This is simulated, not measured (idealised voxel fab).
process module | voxel fin reveal
cross-section cut | 175 nm wide | cells 5 nm
A cross-section is a grid of square cells, given in bands from the top down. A band is one or more rows of cells.
Each band's line starts with the height of the band's top and of its bottom, in nm. Then come its materials from left to right, each with its width in nm. One material with "throughout" fills the band from edge to edge. "air" is empty space.
Height 0 is the level under which the wafer as received is all one material. The lowest band goes on downwards, as in "0 down".
A width such as "30 to 40" changes by the same amount from each row of cells to the next, from the band's top row to its bottom row.
"no change" after a step means that no cell of the cross-section changed.
closed voids: empty space of 8 cells or more with no open way to the top, each as width x height at its distance from the left edge, in nm
after a step's settings: what the simulator itself notes on the step
overlay nm, on a step with a mask: how far to the right of its planned place the mask lay; to the left if negative
plan
1 op RECEIVE | material Si
2 op CONFORMAL_DEP | material SiN | thk nm 10
3 op MASKED_ETCH | tone cover | mask id FINS | width nm 15 | pitch nm 35 | etch materials SiN | depth nm 10 | overlay nm 0
4 op MASKED_ETCH | tone cover | mask id FINS | width nm 15 | pitch nm 35 | etch materials Si | depth nm 35 | overlay nm 0
5 op OXIDIZE | depth nm 5
6 op FILL_DEP | material SiO2 | thk nm 15
7 op CMP | height nm 10
8 op SELECTIVE_ETCH | etch materials SiO2 | depth nm 30
9 op STRIP | etch materials SiN
first wafer, as planned
as received, after step 1
  0 down: Si throughout
  closed voids: none
after step 2
  10 to 0: SiN throughout
  below 0: unchanged
after step 3
  10 to 0: air 60 | SiN 15 | air 20 | SiN 15 | air 65
  below 0: unchanged
after step 4
  10 to 0: air 60 | SiN 15 | air 20 | SiN 15 | air 65
  0 to -35: air 60 | Si 15 | air 20 | Si 15 | air 65
  below -35: unchanged
after step 5
  10 to 0: air 60 | SiN 15 | air 20 | SiN 15 | air 65
  0 to -35: air 60 | SiO2 5 | Si 5 | SiO2 5 | air 20 | SiO2 5 | Si 5 | SiO2 5 | air 65
  -35 to -40: SiO2 65 | Si 5 | SiO2 30 | Si 5 | SiO2 70
  below -40: unchanged
after step 6
  25 to 10: SiO2 throughout
  10 to 0: SiO2 60 | SiN 15 | SiO2 20 | SiN 15 | SiO2 65
  0 to -40: SiO2 65 | Si 5 | SiO2 30 | Si 5 | SiO2 70
  below -40: unchanged
after step 7
  10 to 0: SiO2 60 | SiN 15 | SiO2 20 | SiN 15 | SiO2 65
  below 0: unchanged
after step 8
  10 to 0: air 60 | SiN 15 | air 20 | SiN 15 | air 65
  0 to -20: air 65 | Si 5 | air 30 | Si 5 | air 70
  below -20: unchanged
after step 9
  0 to -20: air 65 | Si 5 | air 30 | Si 5 | air 70
  below -20: unchanged
second wafer: like start, like plan, one mistake. Through step 3 it matches the first wafer
when step 4 should have ended
  10 to 0: air 60 | SiN 15 | air 20 | SiN 15 | air 65
  0 to -40: air 60 | Si 15 | air 20 | Si 15 | air 65
  below -40: unchanged
when step 5 should have ended
  10 to 0: air 60 | SiN 15 | air 20 | SiN 15 | air 65
  0 to -40: air 60 | SiO2 5 | Si 5 | SiO2 5 | air 20 | SiO2 5 | Si 5 | SiO2 5 | air 65
  -40 to -45: SiO2 65 | Si 5 | SiO2 30 | Si 5 | SiO2 70
  below -45: unchanged
when step 6 should have ended
  25 to 10: SiO2 throughout
  10 to 0: SiO2 60 | SiN 15 | SiO2 20 | SiN 15 | SiO2 65
  0 to -45: SiO2 65 | Si 5 | SiO2 30 | Si 5 | SiO2 70
  below -45: unchanged
when step 7 should have ended
  10 to 0: SiO2 60 | SiN 15 | SiO2 20 | SiN 15 | SiO2 65
  below 0: unchanged
when step 8 should have ended
  10 to 0: air 60 | SiN 15 | air 20 | SiN 15 | air 65
  0 to -20: air 65 | Si 5 | air 30 | Si 5 | air 70
  below -20: unchanged
when step 9 should have ended
  0 to -20: air 65 | Si 5 | air 30 | Si 5 | air 70
  below -20: unchanged
what went wrong: step 4 ran as: op MASKED_ETCH | tone cover | mask id FINS | width nm 15 | pitch nm 35 | etch materials Si | depth nm 40 | overlay nm 0
at the end the second wafer has, in cells: 33 fewer of Si | 33 more of SiO2
